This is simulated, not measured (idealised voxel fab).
process module | voxel self aligned vias
cross-section cut | 255 nm wide | cells 5 nm
A cross-section is a grid of square cells, given in bands from the top down. A band is one or more rows of cells.
Each band's line starts with the height of the band's top and of its bottom, in nm. Then come its materials from left to right, each with its width in nm. One material with "throughout" fills the band from edge to edge. "air" is empty space.
Height 0 is the level under which the wafer as received is all one material. The lowest band goes on downwards, as in "0 down".
A width such as "30 to 40" changes by the same amount from each row of cells to the next, from the band's top row to its bottom row.
"no change" after a step means that no cell of the cross-section changed.
closed voids: empty space of 8 cells or more with no open way to the top, each as width x height at its distance from the left edge, in nm
after a step's settings: what the simulator itself notes on the step
overlay nm, on a step with a mask: how far to the right of its planned place the mask lay; to the left if negative
plan
1 op RECEIVE | material Si
2 op CONFORMAL_DEP | material SiO2 | thk nm 15
3 op CONFORMAL_DEP | material SiCN | thk nm 5
4 op DIRECTIONAL_DEP | material SiO2 | thk nm 25
5 op PATTERN | tone open | mask id LINES | material resist | width nm 30 | pitch nm 70 | thk nm 20 | overlay nm 0
6 op DIRECTIONAL_ETCH | etch materials SiO2 | depth nm 25
7 op STRIP | etch materials resist
8 op CONFORMAL_DEP | material TiN | thk nm 5
9 op FILL_DEP | material W | thk nm 5
10 op CMP | height nm 45
11 op SELECTIVE_ETCH | etch materials W Ru TiN | depth nm 5
12 op FILL_DEP | material SiN | thk nm 5
13 op CMP | height nm 45
14 op DIRECTIONAL_DEP | material SiO2 | thk nm 20
15 op PATTERN | tone open | mask id VIAS | material resist | width nm 40 | pitch nm 70 | thk nm 20 | overlay nm -15
16 op DIRECTIONAL_ETCH | etch materials SiO2 | depth nm 20
17 op DIRECTIONAL_ETCH | etch materials SiN | depth nm 5
18 op STRIP | etch materials resist
19 op CONFORMAL_DEP | material TiN | thk nm 5
20 op FILL_DEP | material W | thk nm 5
21 op CMP | height nm 65
22 op CONFORMAL_DEP | material SiN | thk nm 5
varied across the wafers: overlay nm of step 15. The plan shows the first wafer's value. All wafers start alike
first wafer as received, after step 1
  0 down: Si throughout
  closed voids: none
each wafer at the end: cells of each material gained (+) or lost (-) since it was received, then its closed voids
overlay nm -15 | +51 SiCN | +55 SiN | +488 SiO2 | +56 TiN | +64 W | closed voids: none
overlay nm -10 | +51 SiCN | +53 SiN | +488 SiO2 | +56 TiN | +66 W | closed voids: none
overlay nm -5 | +51 SiCN | +51 SiN | +488 SiO2 | +56 TiN | +68 W | closed voids: none
overlay nm 0 | +51 SiCN | +51 SiN | +488 SiO2 | +56 TiN | +68 W | closed voids: none
overlay nm 5 | +51 SiCN | +51 SiN | +488 SiO2 | +56 TiN | +68 W | closed voids: none
overlay nm 10 | +51 SiCN | +53 SiN | +488 SiO2 | +56 TiN | +66 W | closed voids: none
overlay nm 15 | +51 SiCN | +55 SiN | +488 SiO2 | +56 TiN | +64 W | closed voids: none
